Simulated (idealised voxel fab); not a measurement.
process module | voxel self aligned contacts
cross-section cut | 150 nm wide | cells 5 nm
A cross-section is a grid of square cells, given in bands from the top down. A band is one or more rows of cells.
Each band's line starts with the height of the band's top and of its bottom, in nm. Then come its materials from left to right, each with its width in nm. One material with "throughout" fills the band from edge to edge. "air" is empty space.
Height 0 is the level under which the wafer as received is all one material. The lowest band goes on downwards, as in "0 down".
A width such as "30 to 40" changes by the same amount from each row of cells to the next, from the band's top row to its bottom row.
"no change" after a step means that no cell of the cross-section changed.
closed voids: empty space of 8 cells or more with no open way to the top, each as width x height at its distance from the left edge, in nm
after a step's settings: what the simulator itself notes on the step
overlay nm, on a step with a mask: how far to the right of its planned place the mask lay; to the left if negative
plan
1 op RECEIVE | material Si
2 op OXIDIZE | depth nm 5
3 op DIRECTIONAL_DEP | material polySi | thk nm 20
4 op DIRECTIONAL_DEP | material SiN | thk nm 20
5 op MASKED_ETCH | tone cover | mask id GATE | width nm 35 | pitch nm 80 | etch materials SiN | depth nm 20 | overlay nm 0
6 op MASKED_ETCH | tone cover | mask id GATE | width nm 25 | pitch nm 80 | etch materials polySi | depth nm 20 | overlay nm 0
7 op CONFORMAL_DEP | material SiN | thk nm 10
8 op DIRECTIONAL_ETCH | etch materials SiN | depth nm 10
9 op FILL_DEP | material SiO2 | thk nm 10
10 op CMP | height nm 45
11 op DIRECTIONAL_DEP | material aC | thk nm 10
12 op PATTERN | tone open | mask id CONTACT | material resist | width nm 65 | thk nm 30 | overlay nm 0
13 op DIRECTIONAL_ETCH | etch materials aC | depth nm 10
14 op STRIP | etch materials resist
15 op DIRECTIONAL_ETCH | etch materials SiO2 | depth nm 50
16 op STRIP | etch materials aC
17 op CONFORMAL_DEP | material TiN | thk nm 5
18 op FILL_DEP | material W | thk nm 10
19 op CMP | height nm 45
20 op CONFORMAL_DEP | material SiN | thk nm 5
varied across the wafers: width nm of step 6. The plan shows the first wafer's value. All wafers start alike
first wafer as received, after step 1
  0 down: Si throughout
  closed voids: none
first wafer at the end, after step 20
  50 to 45: SiN throughout
  45 to 40: SiO2 40 | TiN 25 | W 15 | TiN 25 | SiO2 45
  40 to 20: SiO2 5 | SiN 55 | TiN 5 | W 15 | TiN 5 | SiN 55 | SiO2 10
  20 to 0: SiO2 5 | SiN 10 | polySi 35 | SiN 10 | TiN 5 | W 15 | TiN 5 | SiN 10 | polySi 35 | SiN 10 | SiO2 10
  0 to -5: SiO2 60 | TiN 25 | SiO2 65
  -5 down: Si throughout
  closed voids: none
last wafer at the end
  50 to 45: SiN throughout
  45 to 40: SiO2 40 | TiN 25 | W 15 | TiN 25 | SiO2 45
  40 to 25: SiO2 5 | SiN 55 | TiN 5 | W 15 | TiN 5 | SiN 55 | SiO2 10
  25 to 20: SiO2 5 | SiN 55 | TiN 10 | W 10 | TiN 5 | SiN 55 | SiO2 10
  20 to 0: SiO2 5 | SiN 10 | polySi 40 | SiN 10 | TiN 5 | W 10 | TiN 5 | SiN 10 | polySi 40 | SiN 10 | SiO2 5
  0 to -5: SiO2 65 | TiN 20 | SiO2 65
  -5 down: Si throughout
  closed voids: none
each wafer at the end: cells of each material gained (+) or lost (-) since it was received, then its closed voids
width nm 25 | -30 Si | +150 SiN | +66 SiO2 | +31 TiN | +27 W | +56 polySi | closed voids: none
width nm 30 | -30 Si | +150 SiN | +66 SiO2 | +31 TiN | +27 W | +56 polySi | closed voids: none
width nm 35 | -30 Si | +150 SiN | +66 SiO2 | +31 TiN | +27 W | +56 polySi | closed voids: none
width nm 40 | -30 Si | +150 SiN | +63 SiO2 | +31 TiN | +22 W | +64 polySi | closed voids: none
